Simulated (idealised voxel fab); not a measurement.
process module | voxel transistor to metal
cross-section cut | 180 nm wide | cells 5 nm
A cross-section is a grid of square cells, given in bands from the top down. A band is one or more rows of cells.
Each band's line starts with the height of the band's top and of its bottom, in nm. Then come its materials from left to right, each with its width in nm. One material with "throughout" fills the band from edge to edge. "air" is empty space.
Height 0 is the level under which the wafer as received is all one material. The lowest band goes on downwards, as in "0 down".
A width such as "30 to 40" changes by the same amount from each row of cells to the next, from the band's top row to its bottom row.
"no change" after a step means that no cell of the cross-section changed.
closed voids: empty space of 8 cells or more with no open way to the top, each as width x height at its distance from the left edge, in nm
after a step's settings: what the simulator itself notes on the step
overlay nm, on a step with a mask: how far to the right of its planned place the mask lay; to the left if negative
plan
1 op RECEIVE | material Si
2 op CONFORMAL_DEP | material SiO2 | thk nm 5
3 op CONFORMAL_DEP | material SiN | thk nm 15
4 op MASKED_ETCH | tone cover | mask id ACTIVE | width nm 100 | etch materials SiN | depth nm 15 | overlay nm 0
5 op MASKED_ETCH | tone cover | mask id ACTIVE | width nm 100 | etch materials SiO2 | depth nm 5 | overlay nm 0
6 op MASKED_ETCH | tone cover | mask id ACTIVE | width nm 100 | etch materials Si | depth nm 20 | overlay nm 0
7 op OXIDIZE | depth nm 5
8 op FILL_DEP | material SiO2 | thk nm 10
9 op CMP | height nm 20
10 op SELECTIVE_ETCH | etch materials SiO2 | depth nm 10
11 op STRIP | etch materials SiN
12 op SELECTIVE_ETCH | etch materials SiO2 | depth nm 5
13 op OXIDIZE | depth nm 5
14 op DIRECTIONAL_DEP | material polySi | thk nm 25
15 op DIRECTIONAL_DEP | material SiCN | thk nm 10
16 op DIRECTIONAL_DEP | material aC | thk nm 10
17 op PATTERN | tone cover | mask id GATE | material resist | width nm 15 | thk nm 30 | overlay nm 0
18 op DIRECTIONAL_ETCH | etch materials aC | depth nm 10
19 op STRIP | etch materials resist
20 op DIRECTIONAL_ETCH | etch materials SiCN | depth nm 20
21 op DIRECTIONAL_ETCH | etch materials polySi | depth nm 35
22 op STRIP | etch materials aC
23 op CONFORMAL_DEP | material SiN | thk nm 10
24 op DIRECTIONAL_ETCH | etch materials SiN | depth nm 10
25 op DIRECTIONAL_ETCH | etch materials SiO2 | depth nm 5
26 op DIRECTIONAL_ETCH | etch materials Si | depth nm 10
27 op EPI | material nSi | thk nm 10
28 op FILL_DEP | material SiO2 | thk nm 5
29 op CMP | height nm 35
30 op DIRECTIONAL_DEP | material SiO2 | thk nm 15
31 op MASKED_ETCH | tone open | mask id CONTACT | width nm 20 | pitch nm 70 | etch materials SiO2 | depth nm 55 | overlay nm 0
32 op CONFORMAL_DEP | material TiN | thk nm 5
33 op FILL_DEP | material W | thk nm 5
34 op CMP | height nm 50
35 op DIRECTIONAL_DEP | material TiN | thk nm 5
36 op DIRECTIONAL_DEP | material Ru | thk nm 20
37 op MASKED_ETCH | tone cover | mask id METAL_1 | width nm 20 | pitch nm 70 | etch materials Ru | depth nm 20 | overlay nm 0
38 op MASKED_ETCH | tone cover | mask id METAL_1 | width nm 20 | pitch nm 70 | etch materials TiN | depth nm 5 | overlay nm 0
39 op FILL_DEP | material lowk | thk nm 10
40 op CMP | height nm 75
41 op CONFORMAL_DEP | material SiCN | thk nm 5
42 op DIRECTIONAL_DEP | material lowk | thk nm 30
43 op DIRECTIONAL_DEP | material aC | thk nm 10
44 op PATTERN | tone open | mask id METAL_2_HOLES | material resist | width nm 15 | pitch nm 70 | thk nm 30 | overlay nm 0
45 op DIRECTIONAL_ETCH | etch materials aC | depth nm 10
46 op STRIP | etch materials resist
47 op DIRECTIONAL_ETCH | etch materials lowk | depth nm 30
48 op STRIP | etch materials aC
49 op PATTERN | tone open | mask id METAL_2 | material resist | width nm 20 | pitch nm 70 | thk nm 20 | overlay nm 0
50 op DIRECTIONAL_ETCH | etch materials lowk | depth nm 15
51 op DIRECTIONAL_ETCH | etch materials SiCN | depth nm 5
52 op STRIP | etch materials resist
53 op CONFORMAL_DEP | material TiN | thk nm 5
54 op FILL_DEP | material Ru | thk nm 5
55 op CMP | height nm 110
56 op CONFORMAL_DEP | material SiN | thk nm 5
varied across the wafers: width nm of step 17. The plan shows the first wafer's value. All wafers start alike
first wafer as received, after step 1
  0 down: Si throughout
  closed voids: none
first wafer at the end, after step 56
  115 to 110: SiN throughout
  110 to 100: lowk 45 | TiN 5 | Ru 10 | TiN 5 | lowk 50 | TiN 5 | Ru 10 | TiN 5 | lowk 45
  100 to 95: lowk 45 | TiN 5 | Ru 5 | TiN 10 | lowk 50 | TiN 5 | Ru 5 | TiN 10 | lowk 45
  95 to 80: lowk 45 | TiN 5 | Ru 5 | TiN 5 | lowk 55 | TiN 5 | Ru 5 | TiN 5 | lowk 50
  80 to 75: SiCN 45 | TiN 15 | SiCN 55 | TiN 15 | SiCN 50
  75 to 55: lowk 45 | Ru 20 | lowk 50 | Ru 20 | lowk 45
  55 to 50: lowk 45 | TiN 20 | lowk 50 | TiN 20 | lowk 45
  50 to 35: SiO2 45 | TiN 5 | W 10 | TiN 5 | SiO2 50 | TiN 5 | W 10 | TiN 5 | SiO2 45
  35 to 25: SiO2 45 | TiN 5 | W 10 | TiN 5 | SiO2 10 | SiN 10 | SiCN 15 | SiN 10 | SiO2 5 | TiN 5 | W 10 | TiN 5 | SiO2 45
  25 to 10: SiO2 45 | TiN 5 | W 10 | TiN 5 | SiO2 10 | SiN 10 | polySi 15 | SiN 10 | SiO2 5 | TiN 5 | W 10 | TiN 5 | SiO2 45
  10 to 5: SiO2 45 | TiN 5 | W 10 | TiN 5 | SiO2 10 | SiN 10 | polySi 15 | SiN 10 | SiO2 5 | TiN 10 | W 5 | TiN 5 | SiO2 45
  5 to 0: SiO2 35 | SiN 10 | TiN 5 | W 10 | TiN 5 | nSi 10 | SiN 10 | polySi 15 | SiN 10 | nSi 10 | TiN 5 | W 5 | TiN 5 | SiN 10 | SiO2 35
  0 to -5: SiO2 45 | TiN 20 | nSi 10 | SiO2 35 | nSi 10 | TiN 15 | SiO2 45
  -5 to -15: SiO2 45 | nSi 30 | Si 35 | nSi 25 | SiO2 45
  -15 to -25: SiO2 45 | Si 90 | SiO2 45
  -25 down: Si throughout
  closed voids: none
last wafer at the end
  115 to 110: SiN throughout
  110 to 100: lowk 45 | TiN 5 | Ru 10 | TiN 5 | lowk 50 | TiN 5 | Ru 10 | TiN 5 | lowk 45
  100 to 95: lowk 45 | TiN 5 | Ru 5 | TiN 10 | lowk 50 | TiN 5 | Ru 5 | TiN 10 | lowk 45
  95 to 80: lowk 45 | TiN 5 | Ru 5 | TiN 5 | lowk 55 | TiN 5 | Ru 5 | TiN 5 | lowk 50
  80 to 75: SiCN 45 | TiN 15 | SiCN 55 | TiN 15 | SiCN 50
  75 to 55: lowk 45 | Ru 20 | lowk 50 | Ru 20 | lowk 45
  55 to 50: lowk 45 | TiN 20 | lowk 50 | TiN 20 | lowk 45
  50 to 40: SiO2 45 | TiN 5 | W 10 | TiN 5 | SiO2 50 | TiN 5 | W 10 | TiN 5 | SiO2 45
  40 to 35: SiO2 45 | TiN 5 | W 10 | TiN 5 | SiO2 50 | TiN 10 | W 5 | TiN 5 | SiO2 45
  35 to 25: SiO2 45 | TiN 5 | W 10 | TiN 5 | SiN 10 | SiCN 35 | SiN 10 | TiN 5 | W 5 | TiN 5 | SiO2 45
  25 to 10: SiO2 45 | TiN 5 | W 10 | TiN 5 | SiN 10 | polySi 35 | SiN 10 | TiN 5 | W 5 | TiN 5 | SiO2 45
  10 to 5: SiO2 45 | TiN 20 | SiN 10 | polySi 35 | SiN 10 | TiN 15 | SiO2 45
  5 to 0: SiO2 35 | SiN 10 | TiN 10 | nSi 10 | SiN 10 | polySi 35 | SiN 10 | nSi 10 | TiN 5 | SiN 10 | SiO2 35
  0 to -5: SiO2 45 | TiN 10 | nSi 10 | SiO2 55 | nSi 10 | TiN 5 | SiO2 45
  -5 to -15: SiO2 45 | nSi 20 | Si 55 | nSi 15 | SiO2 45
  -15 to -25: SiO2 45 | Si 90 | SiO2 45
  -25 down: Si throughout
  closed voids: none
each wafer at the end: cells of each material gained (+) or lost (-) since it was received, then its closed voids
width nm 15 | +48 Ru | -130 Si | +36 SiCN | +68 SiN | +321 SiO2 | +88 TiN | +38 W | +314 lowk | +30 nSi | +15 polySi | closed voids: none
width nm 20 | +48 Ru | -128 Si | +38 SiCN | +68 SiN | +316 SiO2 | +88 TiN | +36 W | +314 lowk | +28 nSi | +20 polySi | closed voids: none
width nm 25 | +48 Ru | -126 Si | +40 SiCN | +68 SiN | +311 SiO2 | +88 TiN | +34 W | +314 lowk | +26 nSi | +25 polySi | closed voids: none
width nm 30 | +48 Ru | -124 Si | +42 SiCN | +68 SiN | +306 SiO2 | +88 TiN | +32 W | +314 lowk | +24 nSi | +30 polySi | closed voids: none
width nm 35 | +48 Ru | -122 Si | +44 SiCN | +68 SiN | +307 SiO2 | +86 TiN | +26 W | +314 lowk | +22 nSi | +35 polySi | closed voids: none
